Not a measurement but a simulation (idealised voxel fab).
process module | voxel trench capacitor
cross-section cut | 200 nm wide | cells 5 nm
A cross-section is a grid of square cells, given in bands from the top down. A band is one or more rows of cells.
Each band's line starts with the height of the band's top and of its bottom, in nm. Then come its materials from left to right, each with its width in nm. One material with "throughout" fills the band from edge to edge. "air" is empty space.
Height 0 is the level under which the wafer as received is all one material. The lowest band goes on downwards, as in "0 down".
A width such as "30 to 40" changes by the same amount from each row of cells to the next, from the band's top row to its bottom row.
"no change" after a step means that no cell of the cross-section changed.
closed voids: empty space of 8 cells or more with no open way to the top, each as width x height at its distance from the left edge, in nm
after a step's settings: what the simulator itself notes on the step
overlay nm, on a step with a mask: how far to the right of its planned place the mask lay; to the left if negative
plan
1 op RECEIVE | material Si
2 op CONFORMAL_DEP | material SiN | thk nm 5
3 op DIRECTIONAL_DEP | material aC | thk nm 15
4 op PATTERN | tone open | mask id TRENCH | material resist | width nm 25 | pitch nm 40 | thk nm 35 | overlay nm 0
5 op DIRECTIONAL_ETCH | etch materials aC | depth nm 15
6 op STRIP | etch materials resist
7 op DIRECTIONAL_ETCH | etch materials SiN | depth nm 5
8 op DIRECTIONAL_ETCH | etch materials Si | depth nm 35
9 op STRIP | etch materials aC
10 op CONFORMAL_DEP | material Al2O3 | thk nm 5
11 op FILL_DEP | material polySi | thk nm 5
12 op CMP | height nm 5
first wafer, as planned
as received, after step 1
  0 down: Si throughout
  closed voids: none
after step 2
  5 to 0: SiN throughout
  below 0: unchanged
after step 3
  20 to 5: aC throughout
  below 5: unchanged
after step 4
  55 to 20: resist 45 | air 25 | resist 15 | air 25 | resist 15 | air 25 | resist 50
  below 20: unchanged
after step 5
  40 to 20: resist 45 | air 25 | resist 15 | air 25 | resist 15 | air 25 | resist 50
  20 to 5: aC 45 | air 25 | aC 15 | air 25 | aC 15 | air 25 | aC 50
  below 5: unchanged
after step 6
  20 to 5: aC 45 | air 25 | aC 15 | air 25 | aC 15 | air 25 | aC 50
  below 5: unchanged
after step 7
  20 to 5: aC 45 | air 25 | aC 15 | air 25 | aC 15 | air 25 | aC 50
  5 to 0: SiN 45 | air 25 | SiN 15 | air 25 | SiN 15 | air 25 | SiN 50
  below 0: unchanged
after step 8
  20 to 5: aC 45 | air 25 | aC 15 | air 25 | aC 15 | air 25 | aC 50
  5 to 0: SiN 45 | air 25 | SiN 15 | air 25 | SiN 15 | air 25 | SiN 50
  0 to -35: Si 45 | air 25 | Si 15 | air 25 | Si 15 | air 25 | Si 50
  below -35: unchanged
after step 9
  5 to 0: SiN 45 | air 25 | SiN 15 | air 25 | SiN 15 | air 25 | SiN 50
  below 0: unchanged
after step 10
  10 to 5: Al2O3 50 | air 15 | Al2O3 25 | air 15 | Al2O3 25 | air 15 | Al2O3 55
  5 to 0: SiN 45 | Al2O3 5 | air 15 | Al2O3 5 | SiN 15 | Al2O3 5 | air 15 | Al2O3 5 | SiN 15 | Al2O3 5 | air 15 | Al2O3 5 | SiN 50
  0 to -30: Si 45 | Al2O3 5 | air 15 | Al2O3 5 | Si 15 | Al2O3 5 | air 15 | Al2O3 5 | Si 15 | Al2O3 5 | air 15 | Al2O3 5 | Si 50
  -30 to -35: Si 45 | Al2O3 25 | Si 15 | Al2O3 25 | Si 15 | Al2O3 25 | Si 50
  below -35: unchanged
after step 11
  15 to 10: polySi throughout
  10 to 5: Al2O3 50 | polySi 15 | Al2O3 25 | polySi 15 | Al2O3 25 | polySi 15 | Al2O3 55
  5 to 0: SiN 45 | Al2O3 5 | polySi 15 | Al2O3 5 | SiN 15 | Al2O3 5 | polySi 15 | Al2O3 5 | SiN 15 | Al2O3 5 | polySi 15 | Al2O3 5 | SiN 50
  0 to -30: Si 45 | Al2O3 5 | polySi 15 | Al2O3 5 | Si 15 | Al2O3 5 | polySi 15 | Al2O3 5 | Si 15 | Al2O3 5 | polySi 15 | Al2O3 5 | Si 50
  below -30: unchanged
after step 12
  5 to 0: SiN 45 | Al2O3 5 | polySi 15 | Al2O3 5 | SiN 15 | Al2O3 5 | polySi 15 | Al2O3 5 | SiN 15 | Al2O3 5 | polySi 15 | Al2O3 5 | SiN 50
  below 0: unchanged
second wafer: like start, like plan, one mistake. Through step 7 it matches the first wafer
when step 8 should have ended
  20 to 5: aC 45 | air 25 | aC 15 | air 25 | aC 15 | air 25 | aC 50
  5 to 0: SiN 45 | air 25 | SiN 15 | air 25 | SiN 15 | air 25 | SiN 50
  0 to -45: Si 45 | air 25 | Si 15 | air 25 | Si 15 | air 25 | Si 50
  below -45: unchanged
when step 9 should have ended
  5 to 0: SiN 45 | air 25 | SiN 15 | air 25 | SiN 15 | air 25 | SiN 50
  below 0: unchanged
when step 10 should have ended
  10 to 5: Al2O3 50 | air 15 | Al2O3 25 | air 15 | Al2O3 25 | air 15 | Al2O3 55
  5 to 0: SiN 45 | Al2O3 5 | air 15 | Al2O3 5 | SiN 15 | Al2O3 5 | air 15 | Al2O3 5 | SiN 15 | Al2O3 5 | air 15 | Al2O3 5 | SiN 50
  0 to -40: Si 45 | Al2O3 5 | air 15 | Al2O3 5 | Si 15 | Al2O3 5 | air 15 | Al2O3 5 | Si 15 | Al2O3 5 | air 15 | Al2O3 5 | Si 50
  -40 to -45: Si 45 | Al2O3 25 | Si 15 | Al2O3 25 | Si 15 | Al2O3 25 | Si 50
  below -45: unchanged
when step 11 should have ended
  15 to 10: polySi throughout
  10 to 5: Al2O3 50 | polySi 15 | Al2O3 25 | polySi 15 | Al2O3 25 | polySi 15 | Al2O3 55
  5 to 0: SiN 45 | Al2O3 5 | polySi 15 | Al2O3 5 | SiN 15 | Al2O3 5 | polySi 15 | Al2O3 5 | SiN 15 | Al2O3 5 | polySi 15 | Al2O3 5 | SiN 50
  0 to -40: Si 45 | Al2O3 5 | polySi 15 | Al2O3 5 | Si 15 | Al2O3 5 | polySi 15 | Al2O3 5 | Si 15 | Al2O3 5 | polySi 15 | Al2O3 5 | Si 50
  below -40: unchanged
when step 12 should have ended
  5 to 0: SiN 45 | Al2O3 5 | polySi 15 | Al2O3 5 | SiN 15 | Al2O3 5 | polySi 15 | Al2O3 5 | SiN 15 | Al2O3 5 | polySi 15 | Al2O3 5 | SiN 50
  below 0: unchanged
what went wrong: step 8 ran as: op DIRECTIONAL_ETCH | etch materials Si | depth nm 45
at the end the second wafer has, in cells: 12 more of Al2O3 | 30 fewer of Si | 18 more of polySi
